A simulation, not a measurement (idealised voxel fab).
You're looking at the process module voxel lift off.
Square cells of 5 nm make up the cross-section cut, whose width is 245 nm.
Think of the cross-section as a grid of square cells. We describe it in bands, top to bottom, and each band covers one or more rows of those cells. A band entry consists of two parts. The first gives the height of the band's top and the height of its bottom, in nm. The rest lists the band's materials from left to right, each with its width in nm. A single material labelled with the word "everywhere" fills the band from edge to edge, and the word "empty" marks empty space. Zero point of the height axis is 0; under it, received wafer = one material. Lowest band: continues down indefinitely, "0 -> down". Width "30..40": first value at the band's top row of cells, second value at its bottom row, equal change from row to row. Where a step carries "nothing altered", the cross-section came out of it unchanged, cell for cell. Entry "Catalogued sealed voids". Content: empty spaces with no open connection to the top, size 8 cells or greater. Each: width x height at distance. Distance: from left edge. Unit: nm. Read whatever lies past the settings on a step's line as the simulator's own remark about the step. Steps that use a mask can have "overlay nm" on their line. It says how far the mask sat to the right of where it was meant to be. Negative means to the left.
Planned process steps:
1,RECEIVE,material Si
2,CONFORMAL_DEP,material SiO2,thk nm 10
3,PATTERN,tone open,mask id LINES,material resist,width nm 30,pitch nm 45,thk nm 30,overlay nm 0
4,DIRECTIONAL_DEP,material Ru,thk nm 15
5,STRIP,etch materials resist
6,CONFORMAL_DEP,material SiCN,thk nm 5
As received, after step 1:
  0 -> down | Si everywhere
  Catalogued sealed voids: none
End-of-module cross-section of the first of two wafers, processed as planned:
  30 -> 25 | empty 55 nm / SiCN 40 nm / empty 5 nm / SiCN 40 nm / empty 5 nm / SiCN 40 nm / empty 60 nm
  25 -> 15 | empty 55 nm / SiCN 5 nm / Ru 30 nm / SiCN 5 nm / empty 5 nm / SiCN 5 nm / Ru 30 nm / SiCN 5 nm / empty 5 nm / SiCN 5 nm / Ru 30 nm / SiCN 5 nm / empty 60 nm
  15 -> 10 | SiCN 60 nm / Ru 30 nm / SiCN 15 nm / Ru 30 nm / SiCN 15 nm / Ru 30 nm / SiCN 65 nm
  10 -> 0 | SiO2 everywhere
  0 -> down | Si everywhere
  Catalogued sealed voids: none
Cross-sectional view of the second of two wafers upon completion of the module. This wafer shared its starting condition and process plan with the first; one error was made during its execution:
  30 -> 15 | empty 55 nm / Ru 40 nm / empty 5 nm / Ru 40 nm / empty 5 nm / Ru 40 nm / empty 60 nm
  15 -> 10 | Ru everywhere
  10 -> 0 | SiO2 everywhere
  0 -> down | Si everywhere
  Catalogued sealed voids: none
In executing the process, a mistake was made relative to the plan: planned and actual differ for step 6; actual: CONFORMAL_DEP,material Ru,thk nm 5
Wafer comparison, final, in cells, second relative to first, materials more or fewer: Ru +67 | SiCN -67
